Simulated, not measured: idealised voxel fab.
The process module that follows is named voxel wiring stack.
Xsec cut, 190 nm wide, square cell size 5 nm.
A cross-section is a grid of square cells, given in bands from the top down. A band is one or more rows of cells.
Band: top and bottom heights (nm) first, top before bottom; then materials from left to right, widths in nm. "full width" marks a sole material filling the band edge to edge. "empty" denotes empty space.
Basically, 0 is our baseline, since under it the wafer straight out of the box is all one material. The bottom band has no lower end and keeps on going down, so it looks like "0 nm and below".
Note: "30->40" means the width goes from the first number (top row of the band) to the second number (bottom row) in equal steps per row of cells.
The designation "no alteration", where it is given for a processing step, indicates that no cell of the cross-section was altered in the course of that step.
The entry "Closed internal voids" lists the empty spaces that cover at least 8 cells and have no open path to the top. Each is written as width x height at distance, where the distance is measured from the left edge and all three values are in nm.
Read whatever lies past the settings on a step's line as the simulator's own remark about the step.
overlay nm: mask right of planned place by this much (step with mask). Neg. = left.

## Steps planned for the process
1: RECEIVE,material Si
2: CONFORMAL_DEP,material SiO2,thk nm 10
3: CONFORMAL_DEP,material SiCN,thk nm 5
4: DIRECTIONAL_DEP,material lowk,thk nm 25
5: DIRECTIONAL_DEP,material aC,thk nm 15
6: PATTERN,tone open,mask id METAL_1,material resist,width nm 20,pitch nm 40,thk nm 35,overlay nm 0
7: DIRECTIONAL_ETCH,etch materials aC,depth nm 15
8: STRIP,etch materials resist
9: DIRECTIONAL_ETCH,etch materials lowk,depth nm 25
10: DIRECTIONAL_ETCH,etch materials SiCN,depth nm 5
11: STRIP,etch materials aC
12: CONFORMAL_DEP,material TiN,thk nm 5
13: FILL_DEP,material Ru,thk nm 5
14: CMP,height nm 40
15: CONFORMAL_DEP,material SiCN,thk nm 5
16: DIRECTIONAL_DEP,material lowk,thk nm 15
17: DIRECTIONAL_DEP,material aC,thk nm 15
18: PATTERN,tone open,mask id PLUG_1,material resist,width nm 15,pitch nm 40,thk nm 35,overlay nm 0
19: DIRECTIONAL_ETCH,etch materials aC,depth nm 15
20: STRIP,etch materials resist
21: DIRECTIONAL_ETCH,etch materials lowk,depth nm 15
22: DIRECTIONAL_ETCH,etch materials SiCN,depth nm 5
23: STRIP,etch materials aC
24: EPI,material Ru,thk nm 10
25: EPI,material Ru,thk nm 10
26: CONFORMAL_DEP,material SiN,thk nm 5
27: DIRECTIONAL_DEP,material SiO2,thk nm 15
28: MASKED_ETCH,tone open,mask id METAL_2,width nm 20,pitch nm 40,etch materials SiO2,depth nm 15,overlay nm 0
29: MASKED_ETCH,tone open,mask id METAL_2,width nm 20,pitch nm 40,etch materials SiN,depth nm 5,overlay nm 0
30: CONFORMAL_DEP,material TiN,thk nm 5
31: FILL_DEP,material W,thk nm 10
32: CMP,height nm 80
33: CONFORMAL_DEP,material SiN,thk nm 5

## first wafer, as planned

## Cross-sectional view of the wafer in its as-received condition, corresponding to the state after step 1
> 0 nm and below | Si full width
> Closed internal voids: none

## The wafer, seen in cross-section, after step 2
> 10 nm to 0 nm | SiO2 full width
> Rest of section, below 0: as before.

## The wafer, seen in cross-section, after step 3
> 15 nm to 10 nm | SiCN full width
> Rest of section, below 10: as before.

## The wafer, seen in cross-section, after step 4
> 40 nm to 15 nm | lowk full width
> Rest of section, below 15: as before.

## The wafer, seen in cross-section, after step 5
> 55 nm to 40 nm | aC full width
> Rest of section, below 40: as before.

## The wafer, seen in cross-section, after step 6
> 90 nm to 55 nm | resist 25 nm, empty 20 nm, resist 20 nm, empty 20 nm, resist 20 nm, empty 20 nm, resist 20 nm, empty 20 nm, resist 25 nm
> Rest of section, below 55: as before.

## The wafer, seen in cross-section, after step 7
> 75 nm to 55 nm | resist 25 nm, empty 20 nm, resist 20 nm, empty 20 nm, resist 20 nm, empty 20 nm, resist 20 nm, empty 20 nm, resist 25 nm
> 55 nm to 40 nm | aC 25 nm, empty 20 nm, aC 20 nm, empty 20 nm, aC 20 nm, empty 20 nm, aC 20 nm, empty 20 nm, aC 25 nm
> Rest of section, below 40: as before.

## The wafer, seen in cross-section, after step 8
> 55 nm to 40 nm | aC 25 nm, empty 20 nm, aC 20 nm, empty 20 nm, aC 20 nm, empty 20 nm, aC 20 nm, empty 20 nm, aC 25 nm
> Rest of section, below 40: as before.

## The wafer, seen in cross-section, after step 9
> 55 nm to 40 nm | aC 25 nm, empty 20 nm, aC 20 nm, empty 20 nm, aC 20 nm, empty 20 nm, aC 20 nm, empty 20 nm, aC 25 nm
> 40 nm to 15 nm | lowk 25 nm, empty 20 nm, lowk 20 nm, empty 20 nm, lowk 20 nm, empty 20 nm, lowk 20 nm, empty 20 nm, lowk 25 nm
> Rest of section, below 15: as before.

## The wafer, seen in cross-section, after step 10
> 55 nm to 40 nm | aC 25 nm, empty 20 nm, aC 20 nm, empty 20 nm, aC 20 nm, empty 20 nm, aC 20 nm, empty 20 nm, aC 25 nm
> 40 nm to 15 nm | lowk 25 nm, empty 20 nm, lowk 20 nm, empty 20 nm, lowk 20 nm, empty 20 nm, lowk 20 nm, empty 20 nm, lowk 25 nm
> 15 nm to 10 nm | SiCN 25 nm, empty 20 nm, SiCN 20 nm, empty 20 nm, SiCN 20 nm, empty 20 nm, SiCN 20 nm, empty 20 nm, SiCN 25 nm
> Rest of section, below 10: as before.

## The wafer, seen in cross-section, after step 11
> 40 nm to 15 nm | lowk 25 nm, empty 20 nm, lowk 20 nm, empty 20 nm, lowk 20 nm, empty 20 nm, lowk 20 nm, empty 20 nm, lowk 25 nm
> Rest of section, below 15: as before.

## The wafer, seen in cross-section, after step 12
> 45 nm to 40 nm | TiN 30 nm, empty 10 nm, TiN 30 nm, empty 10 nm, TiN 30 nm, empty 10 nm, TiN 30 nm, empty 10 nm, TiN 30 nm
> 40 nm to 15 nm | lowk 25 nm, TiN 5 nm, empty 10 nm, TiN 5 nm, lowk 20 nm, TiN 5 nm, empty 10 nm, TiN 5 nm, lowk 20 nm, TiN 5 nm, empty 10 nm, TiN 5 nm, lowk 20 nm, TiN 5 nm, empty 10 nm, TiN 5 nm, lowk 25 nm
> 15 nm to 10 nm | SiCN 25 nm, TiN 20 nm, SiCN 20 nm, TiN 20 nm, SiCN 20 nm, TiN 20 nm, SiCN 20 nm, TiN 20 nm, SiCN 25 nm
> Rest of section, below 10: as before.

## The wafer, seen in cross-section, after step 13
> 50 nm to 45 nm | Ru full width
> 45 nm to 40 nm | TiN 30 nm, Ru 10 nm, TiN 30 nm, Ru 10 nm, TiN 30 nm, Ru 10 nm, TiN 30 nm, Ru 10 nm, TiN 30 nm
> 40 nm to 15 nm | lowk 25 nm, TiN 5 nm, Ru 10 nm, TiN 5 nm, lowk 20 nm, TiN 5 nm, Ru 10 nm, TiN 5 nm, lowk 20 nm, TiN 5 nm, Ru 10 nm, TiN 5 nm, lowk 20 nm, TiN 5 nm, Ru 10 nm, TiN 5 nm, lowk 25 nm
> Rest of section, below 15: as before.

## The wafer, seen in cross-section, after step 14
> 40 nm to 15 nm | lowk 25 nm, TiN 5 nm, Ru 10 nm, TiN 5 nm, lowk 20 nm, TiN 5 nm, Ru 10 nm, TiN 5 nm, lowk 20 nm, TiN 5 nm, Ru 10 nm, TiN 5 nm, lowk 20 nm, TiN 5 nm, Ru 10 nm, TiN 5 nm, lowk 25 nm
> Rest of section, below 15: as before.

## The wafer, seen in cross-section, after step 15
> 45 nm to 40 nm | SiCN full width
> Rest of section, below 40: as before.

## The wafer, seen in cross-section, after step 16
> 60 nm to 45 nm | lowk full width
> Rest of section, below 45: as before.

## The wafer, seen in cross-section, after step 17
> 75 nm to 60 nm | aC full width
> Rest of section, below 60: as before.

## The wafer, seen in cross-section, after step 18
> 110 nm to 75 nm | resist 25 nm, empty 15 nm, resist 25 nm, empty 15 nm, resist 25 nm, empty 15 nm, resist 25 nm, empty 15 nm, resist 30 nm
> Rest of section, below 75: as before.

## The wafer, seen in cross-section, after step 19
> 95 nm to 75 nm | resist 25 nm, empty 15 nm, resist 25 nm, empty 15 nm, resist 25 nm, empty 15 nm, resist 25 nm, empty 15 nm, resist 30 nm
> 75 nm to 60 nm | aC 25 nm, empty 15 nm, aC 25 nm, empty 15 nm, aC 25 nm, empty 15 nm, aC 25 nm, empty 15 nm, aC 30 nm
> Rest of section, below 60: as before.

## The wafer, seen in cross-section, after step 20
> 75 nm to 60 nm | aC 25 nm, empty 15 nm, aC 25 nm, empty 15 nm, aC 25 nm, empty 15 nm, aC 25 nm, empty 15 nm, aC 30 nm
> Rest of section, below 60: as before.

## The wafer, seen in cross-section, after step 21
> 75 nm to 60 nm | aC 25 nm, empty 15 nm, aC 25 nm, empty 15 nm, aC 25 nm, empty 15 nm, aC 25 nm, empty 15 nm, aC 30 nm
> 60 nm to 45 nm | lowk 25 nm, empty 15 nm, lowk 25 nm, empty 15 nm, lowk 25 nm, empty 15 nm, lowk 25 nm, empty 15 nm, lowk 30 nm
> Rest of section, below 45: as before.

## The wafer, seen in cross-section, after step 22
> 75 nm to 60 nm | aC 25 nm, empty 15 nm, aC 25 nm, empty 15 nm, aC 25 nm, empty 15 nm, aC 25 nm, empty 15 nm, aC 30 nm
> 60 nm to 45 nm | lowk 25 nm, empty 15 nm, lowk 25 nm, empty 15 nm, lowk 25 nm, empty 15 nm, lowk 25 nm, empty 15 nm, lowk 30 nm
> 45 nm to 40 nm | SiCN 25 nm, empty 15 nm, SiCN 25 nm, empty 15 nm, SiCN 25 nm, empty 15 nm, SiCN 25 nm, empty 15 nm, SiCN 30 nm
> Rest of section, below 40: as before.

## The wafer, seen in cross-section, after step 23
> 60 nm to 45 nm | lowk 25 nm, empty 15 nm, lowk 25 nm, empty 15 nm, lowk 25 nm, empty 15 nm, lowk 25 nm, empty 15 nm, lowk 30 nm
> Rest of section, below 45: as before.

## The wafer, seen in cross-section, after step 24
> 60 nm to 50 nm | lowk 25 nm, empty 15 nm, lowk 25 nm, empty 15 nm, lowk 25 nm, empty 15 nm, lowk 25 nm, empty 15 nm, lowk 30 nm
> 50 nm to 45 nm | lowk 25 nm, Ru 15 nm, lowk 25 nm, Ru 15 nm, lowk 25 nm, Ru 15 nm, lowk 25 nm, Ru 15 nm, lowk 30 nm
> 45 nm to 40 nm | SiCN 25 nm, Ru 15 nm, SiCN 25 nm, Ru 15 nm, SiCN 25 nm, Ru 15 nm, SiCN 25 nm, Ru 15 nm, SiCN 30 nm
> Rest of section, below 40: as before.

## The wafer, seen in cross-section, after step 25
> 60 nm to 45 nm | lowk 25 nm, Ru 15 nm, lowk 25 nm, Ru 15 nm, lowk 25 nm, Ru 15 nm, lowk 25 nm, Ru 15 nm, lowk 30 nm
> Rest of section, below 45: as before.

## The wafer, seen in cross-section, after step 26
> 65 nm to 60 nm | SiN full width
> Rest of section, below 60: as before.

## The wafer, seen in cross-section, after step 27
> 80 nm to 65 nm | SiO2 full width
> Rest of section, below 65: as before.

## The wafer, seen in cross-section, after step 28
> 80 nm to 65 nm | SiO2 25 nm, empty 20 nm, SiO2 20 nm, empty 20 nm, SiO2 20 nm, empty 20 nm, SiO2 20 nm, empty 20 nm, SiO2 25 nm
> Rest of section, below 65: as before.

## The wafer, seen in cross-section, after step 29
> 80 nm to 65 nm | SiO2 25 nm, empty 20 nm, SiO2 20 nm, empty 20 nm, SiO2 20 nm, empty 20 nm, SiO2 20 nm, empty 20 nm, SiO2 25 nm
> 65 nm to 60 nm | SiN 25 nm, empty 20 nm, SiN 20 nm, empty 20 nm, SiN 20 nm, empty 20 nm, SiN 20 nm, empty 20 nm, SiN 25 nm
> Rest of section, below 60: as before.

## The wafer, seen in cross-section, after step 30
> 85 nm to 80 nm | TiN 30 nm, empty 10 nm, TiN 30 nm, empty 10 nm, TiN 30 nm, empty 10 nm, TiN 30 nm, empty 10 nm, TiN 30 nm
> 80 nm to 65 nm | SiO2 25 nm, TiN 5 nm, empty 10 nm, TiN 5 nm, SiO2 20 nm, TiN 5 nm, empty 10 nm, TiN 5 nm, SiO2 20 nm, TiN 5 nm, empty 10 nm, TiN 5 nm, SiO2 20 nm, TiN 5 nm, empty 10 nm, TiN 5 nm, SiO2 25 nm
> 65 nm to 60 nm | SiN 25 nm, TiN 20 nm, SiN 20 nm, TiN 20 nm, SiN 20 nm, TiN 20 nm, SiN 20 nm, TiN 20 nm, SiN 25 nm
> Rest of section, below 60: as before.

## The wafer, seen in cross-section, after step 31
> 95 nm to 85 nm | W full width
> 85 nm to 80 nm | TiN 30 nm, W 10 nm, TiN 30 nm, W 10 nm, TiN 30 nm, W 10 nm, TiN 30 nm, W 10 nm, TiN 30 nm
> 80 nm to 65 nm | SiO2 25 nm, TiN 5 nm, W 10 nm, TiN 5 nm, SiO2 20 nm, TiN 5 nm, W 10 nm, TiN 5 nm, SiO2 20 nm, TiN 5 nm, W 10 nm, TiN 5 nm, SiO2 20 nm, TiN 5 nm, W 10 nm, TiN 5 nm, SiO2 25 nm
> Rest of section, below 65: as before.

## The wafer, seen in cross-section, after step 32
> 80 nm to 65 nm | SiO2 25 nm, TiN 5 nm, W 10 nm, TiN 5 nm, SiO2 20 nm, TiN 5 nm, W 10 nm, TiN 5 nm, SiO2 20 nm, TiN 5 nm, W 10 nm, TiN 5 nm, SiO2 20 nm, TiN 5 nm, W 10 nm, TiN 5 nm, SiO2 25 nm
> Rest of section, below 65: as before.

## The wafer, seen in cross-section, after step 33
> 85 nm to 80 nm | SiN full width
> Rest of section, below 80: as before.

## Second wafer - shared start and plan with the first - one error in running - same as the first up to step 5 inclusive

## Cross-section, second wafer, at the end time the plan gives for step 6
> 90 nm to 55 nm | resist 25 nm, empty 25 nm, resist 15 nm, empty 25 nm, resist 15 nm, empty 25 nm, resist 15 nm, empty 25 nm, resist 20 nm
> Rest of section, below 55: as before.

## Cross-section, second wafer, at the end time the plan gives for step 7
> 75 nm to 55 nm | resist 25 nm, empty 25 nm, resist 15 nm, empty 25 nm, resist 15 nm, empty 25 nm, resist 15 nm, empty 25 nm, resist 20 nm
> 55 nm to 40 nm | aC 25 nm, empty 25 nm, aC 15 nm, empty 25 nm, aC 15 nm, empty 25 nm, aC 15 nm, empty 25 nm, aC 20 nm
> Rest of section, below 40: as before.

## Cross-section, second wafer, at the end time the plan gives for step 8
> 55 nm to 40 nm | aC 25 nm, empty 25 nm, aC 15 nm, empty 25 nm, aC 15 nm, empty 25 nm, aC 15 nm, empty 25 nm, aC 20 nm
> Rest of section, below 40: as before.

## Cross-section, second wafer, at the end time the plan gives for step 9
> 55 nm to 40 nm | aC 25 nm, empty 25 nm, aC 15 nm, empty 25 nm, aC 15 nm, empty 25 nm, aC 15 nm, empty 25 nm, aC 20 nm
> 40 nm to 15 nm | lowk 25 nm, empty 25 nm, lowk 15 nm, empty 25 nm, lowk 15 nm, empty 25 nm, lowk 15 nm, empty 25 nm, lowk 20 nm
> Rest of section, below 15: as before.

## Cross-section, second wafer, at the end time the plan gives for step 10
> 55 nm to 40 nm | aC 25 nm, empty 25 nm, aC 15 nm, empty 25 nm, aC 15 nm, empty 25 nm, aC 15 nm, empty 25 nm, aC 20 nm
> 40 nm to 15 nm | lowk 25 nm, empty 25 nm, lowk 15 nm, empty 25 nm, lowk 15 nm, empty 25 nm, lowk 15 nm, empty 25 nm, lowk 20 nm
> 15 nm to 10 nm | SiCN 25 nm, empty 25 nm, SiCN 15 nm, empty 25 nm, SiCN 15 nm, empty 25 nm, SiCN 15 nm, empty 25 nm, SiCN 20 nm
> Rest of section, below 10: as before.

## Cross-section, second wafer, at the end time the plan gives for step 11
> 40 nm to 15 nm | lowk 25 nm, empty 25 nm, lowk 15 nm, empty 25 nm, lowk 15 nm, empty 25 nm, lowk 15 nm, empty 25 nm, lowk 20 nm
> Rest of section, below 15: as before.

## Cross-section, second wafer, at the end time the plan gives for step 12
> 45 nm to 40 nm | TiN 30 nm, empty 15 nm, TiN 25 nm, empty 15 nm, TiN 25 nm, empty 15 nm, TiN 25 nm, empty 15 nm, TiN 25 nm
> 40 nm to 15 nm | lowk 25 nm, TiN 5 nm, empty 15 nm, TiN 5 nm, lowk 15 nm, TiN 5 nm, empty 15 nm, TiN 5 nm, lowk 15 nm, TiN 5 nm, empty 15 nm, TiN 5 nm, lowk 15 nm, TiN 5 nm, empty 15 nm, TiN 5 nm, lowk 20 nm
> 15 nm to 10 nm | SiCN 25 nm, TiN 25 nm, SiCN 15 nm, TiN 25 nm, SiCN 15 nm, TiN 25 nm, SiCN 15 nm, TiN 25 nm, SiCN 20 nm
> Rest of section, below 10: as before.

## Cross-section, second wafer, at the end time the plan gives for step 13
> 50 nm to 45 nm | Ru full width
> 45 nm to 40 nm | TiN 30 nm, Ru 15 nm, TiN 25 nm, Ru 15 nm, TiN 25 nm, Ru 15 nm, TiN 25 nm, Ru 15 nm, TiN 25 nm
> 40 nm to 15 nm | lowk 25 nm, TiN 5 nm, Ru 15 nm, TiN 5 nm, lowk 15 nm, TiN 5 nm, Ru 15 nm, TiN 5 nm, lowk 15 nm, TiN 5 nm, Ru 15 nm, TiN 5 nm, lowk 15 nm, TiN 5 nm, Ru 15 nm, TiN 5 nm, lowk 20 nm
> Rest of section, below 15: as before.

## Cross-section, second wafer, at the end time the plan gives for step 14
> 40 nm to 15 nm | lowk 25 nm, TiN 5 nm, Ru 15 nm, TiN 5 nm, lowk 15 nm, TiN 5 nm, Ru 15 nm, TiN 5 nm, lowk 15 nm, TiN 5 nm, Ru 15 nm, TiN 5 nm, lowk 15 nm, TiN 5 nm, Ru 15 nm, TiN 5 nm, lowk 20 nm
> Rest of section, below 15: as before.

## Cross-section, second wafer, at the end time the plan gives for step 15
> 45 nm to 40 nm | SiCN full width
> Rest of section, below 40: as before.

## Cross-section, second wafer, at the end time the plan gives for step 16
> 60 nm to 45 nm | lowk full width
> Rest of section, below 45: as before.

## Cross-section, second wafer, at the end time the plan gives for step 17
> 75 nm to 60 nm | aC full width
> Rest of section, below 60: as before.

## Cross-section, second wafer, at the end time the plan gives for step 18
> 110 nm to 75 nm | resist 25 nm, empty 15 nm, resist 25 nm, empty 15 nm, resist 25 nm, empty 15 nm, resist 25 nm, empty 15 nm, resist 30 nm
> Rest of section, below 75: as before.

## Cross-section, second wafer, at the end time the plan gives for step 19
> 95 nm to 75 nm | resist 25 nm, empty 15 nm, resist 25 nm, empty 15 nm, resist 25 nm, empty 15 nm, resist 25 nm, empty 15 nm, resist 30 nm
> 75 nm to 60 nm | aC 25 nm, empty 15 nm, aC 25 nm, empty 15 nm, aC 25 nm, empty 15 nm, aC 25 nm, empty 15 nm, aC 30 nm
> Rest of section, below 60: as before.

## Cross-section, second wafer, at the end time the plan gives for step 20
> 75 nm to 60 nm | aC 25 nm, empty 15 nm, aC 25 nm, empty 15 nm, aC 25 nm, empty 15 nm, aC 25 nm, empty 15 nm, aC 30 nm
> Rest of section, below 60: as before.

## Cross-section, second wafer, at the end time the plan gives for step 21
> 75 nm to 60 nm | aC 25 nm, empty 15 nm, aC 25 nm, empty 15 nm, aC 25 nm, empty 15 nm, aC 25 nm, empty 15 nm, aC 30 nm
> 60 nm to 45 nm | lowk 25 nm, empty 15 nm, lowk 25 nm, empty 15 nm, lowk 25 nm, empty 15 nm, lowk 25 nm, empty 15 nm, lowk 30 nm
> Rest of section, below 45: as before.

## Cross-section, second wafer, at the end time the plan gives for step 22
> 75 nm to 60 nm | aC 25 nm, empty 15 nm, aC 25 nm, empty 15 nm, aC 25 nm, empty 15 nm, aC 25 nm, empty 15 nm, aC 30 nm
> 60 nm to 45 nm | lowk 25 nm, empty 15 nm, lowk 25 nm, empty 15 nm, lowk 25 nm, empty 15 nm, lowk 25 nm, empty 15 nm, lowk 30 nm
> 45 nm to 40 nm | SiCN 25 nm, empty 15 nm, SiCN 25 nm, empty 15 nm, SiCN 25 nm, empty 15 nm, SiCN 25 nm, empty 15 nm, SiCN 30 nm
> Rest of section, below 40: as before.

## Cross-section, second wafer, at the end time the plan gives for step 23
> 60 nm to 45 nm | lowk 25 nm, empty 15 nm, lowk 25 nm, empty 15 nm, lowk 25 nm, empty 15 nm, lowk 25 nm, empty 15 nm, lowk 30 nm
> Rest of section, below 45: as before.

## Cross-section, second wafer, at the end time the plan gives for step 24
> 60 nm to 50 nm | lowk 25 nm, empty 15 nm, lowk 25 nm, empty 15 nm, lowk 25 nm, empty 15 nm, lowk 25 nm, empty 15 nm, lowk 30 nm
> 50 nm to 45 nm | lowk 25 nm, Ru 15 nm, lowk 25 nm, Ru 15 nm, lowk 25 nm, Ru 15 nm, lowk 25 nm, Ru 15 nm, lowk 30 nm
> 45 nm to 40 nm | SiCN 25 nm, Ru 15 nm, SiCN 25 nm, Ru 15 nm, SiCN 25 nm, Ru 15 nm, SiCN 25 nm, Ru 15 nm, SiCN 30 nm
> Rest of section, below 40: as before.

## Cross-section, second wafer, at the end time the plan gives for step 25
> 60 nm to 45 nm | lowk 25 nm, Ru 15 nm, lowk 25 nm, Ru 15 nm, lowk 25 nm, Ru 15 nm, lowk 25 nm, Ru 15 nm, lowk 30 nm
> Rest of section, below 45: as before.

## Cross-section, second wafer, at the end time the plan gives for step 26
> 65 nm to 60 nm | SiN full width
> Rest of section, below 60: as before.

## Cross-section, second wafer, at the end time the plan gives for step 27
> 80 nm to 65 nm | SiO2 full width
> Rest of section, below 65: as before.

## Cross-section, second wafer, at the end time the plan gives for step 28
> 80 nm to 65 nm | SiO2 25 nm, empty 20 nm, SiO2 20 nm, empty 20 nm, SiO2 20 nm, empty 20 nm, SiO2 20 nm, empty 20 nm, SiO2 25 nm
> Rest of section, below 65: as before.

## Cross-section, second wafer, at the end time the plan gives for step 29
> 80 nm to 65 nm | SiO2 25 nm, empty 20 nm, SiO2 20 nm, empty 20 nm, SiO2 20 nm, empty 20 nm, SiO2 20 nm, empty 20 nm, SiO2 25 nm
> 65 nm to 60 nm | SiN 25 nm, empty 20 nm, SiN 20 nm, empty 20 nm, SiN 20 nm, empty 20 nm, SiN 20 nm, empty 20 nm, SiN 25 nm
> Rest of section, below 60: as before.

## Cross-section, second wafer, at the end time the plan gives for step 30
> 85 nm to 80 nm | TiN 30 nm, empty 10 nm, TiN 30 nm, empty 10 nm, TiN 30 nm, empty 10 nm, TiN 30 nm, empty 10 nm, TiN 30 nm
> 80 nm to 65 nm | SiO2 25 nm, TiN 5 nm, empty 10 nm, TiN 5 nm, SiO2 20 nm, TiN 5 nm, empty 10 nm, TiN 5 nm, SiO2 20 nm, TiN 5 nm, empty 10 nm, TiN 5 nm, SiO2 20 nm, TiN 5 nm, empty 10 nm, TiN 5 nm, SiO2 25 nm
> 65 nm to 60 nm | SiN 25 nm, TiN 20 nm, SiN 20 nm, TiN 20 nm, SiN 20 nm, TiN 20 nm, SiN 20 nm, TiN 20 nm, SiN 25 nm
> Rest of section, below 60: as before.

## Cross-section, second wafer, at the end time the plan gives for step 31
> 95 nm to 85 nm | W full width
> 85 nm to 80 nm | TiN 30 nm, W 10 nm, TiN 30 nm, W 10 nm, TiN 30 nm, W 10 nm, TiN 30 nm, W 10 nm, TiN 30 nm
> 80 nm to 65 nm | SiO2 25 nm, TiN 5 nm, W 10 nm, TiN 5 nm, SiO2 20 nm, TiN 5 nm, W 10 nm, TiN 5 nm, SiO2 20 nm, TiN 5 nm, W 10 nm, TiN 5 nm, SiO2 20 nm, TiN 5 nm, W 10 nm, TiN 5 nm, SiO2 25 nm
> Rest of section, below 65: as before.

## Cross-section, second wafer, at the end time the plan gives for step 32
> 80 nm to 65 nm | SiO2 25 nm, TiN 5 nm, W 10 nm, TiN 5 nm, SiO2 20 nm, TiN 5 nm, W 10 nm, TiN 5 nm, SiO2 20 nm, TiN 5 nm, W 10 nm, TiN 5 nm, SiO2 20 nm, TiN 5 nm, W 10 nm, TiN 5 nm, SiO2 25 nm
> Rest of section, below 65: as before.

## Cross-section, second wafer, at the end time the plan gives for step 33
> 85 nm to 80 nm | SiN full width
> Rest of section, below 80: as before.
So what did we get wrong on this run? step 6, actual vs plan mismatch, actual run PATTERN,tone open,mask id METAL_1,material resist,width nm 25,pitch nm 40,thk nm 35,overlay nm 0
Bottom line after processing is that, in cells, the second wafer is up or down on some materials versus the first: Ru: 20 more | SiCN: 4 fewer | TiN: 4 more | lowk: 20 fewer
